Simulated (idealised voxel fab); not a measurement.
The name of this process module is voxel released beams.
Displayed cross-section: cut, width of 185 nm, square cells sized 5 nm.
Just so we're on the same page, the cross-sections are grids of square cells, and they're listed out in bands top to bottom, each band one or more rows deep.
Band entry format. Leading values: height of top, height of bottom, nm. Remainder: materials in left-to-right order, each with its width in nm. Special words: "all across" on a single material, which then fills the band edge to edge; "air", empty space.
Heights are expressed relative to 0, this being the level below which the as-received wafer comprises one material exclusively. The lowest band is unbounded in the downward direction and is denoted as in "0 down".
The expression "30->40" gives the width at the extremes of the band, the first number at its top row of cells and the second at its bottom row, with the width changing by equal amounts from each row to the next in between.
A step reported as "everything unchanged" is a step in which no cell of the cross-section changed.
"Closed cavity list" contains a list of empty spaces, each no smaller than 8 cells and without an open way to the top, written in the form width x height at distance with the distance from the left edge and all three in nm.
Where a step's line continues beyond its settings, the continuation is a remark by the simulator itself on that step.
When a step includes a mask, the "overlay nm" setting on its line states how far to the right of its planned place that mask lay, and negative values state how far to the left.

Here's what the planned process steps look like:
step 1: RECEIVE: material Si
step 2: CONFORMAL_DEP: material SiN, thk nm 5
step 3: DIRECTIONAL_DEP: material SiO2, thk nm 15
step 4: PATTERN: tone open, mask id ANCHOR, material resist, width nm 30, thk nm 20, overlay nm 0
step 5: DIRECTIONAL_ETCH: etch materials SiO2, depth nm 15
step 6: STRIP: etch materials resist
step 7: CONFORMAL_DEP: material TiN, thk nm 10
step 8: MASKED_ETCH: tone cover, mask id BEAM, width nm 95, etch materials TiN, depth nm 10, overlay nm 0
step 9: STRIP: etch materials SiO2

Wafer as received: cross-section following step 1:
- 0 down = Si all across
- Closed cavity list: none

End-of-module XS, first of two wafers, run as planned:
- 30 to 20 = 40 of air; 15 of TiN; 10 of air; 70 of TiN; 50 of air
- 20 to 15 = 45 of air; 10 of TiN; 10 of air; 10 of TiN; 110 of air
- 15 to 5 = 45 of air; 30 of TiN; 110 of air
- 5 to 0 = SiN all across
- 0 down = Si all across
- Closed cavity list: none

This is the second of the two wafers, cross-sectioned at the end of the module; it started exactly like the first and was given the same plan, but it was run with one mistake:
- 40 to 30 = 40 of air; 15 of TiN; 10 of air; 70 of TiN; 50 of air
- 30 to 25 = 45 of air; 10 of TiN; 10 of air; 10 of TiN; 110 of air
- 25 to 15 = 45 of air; 30 of TiN; 110 of air
- 15 to 0 = SiN all across
- 0 down = Si all across
- Closed cavity list: none
Plan not followed: so step 2 ended up running with a different setting than we planned, it ran as CONFORMAL_DEP: material SiN, thk nm 15
It is noted that, at the conclusion of processing, the second wafer exhibits a higher or lower cell count for certain materials relative to the first: SiN +74
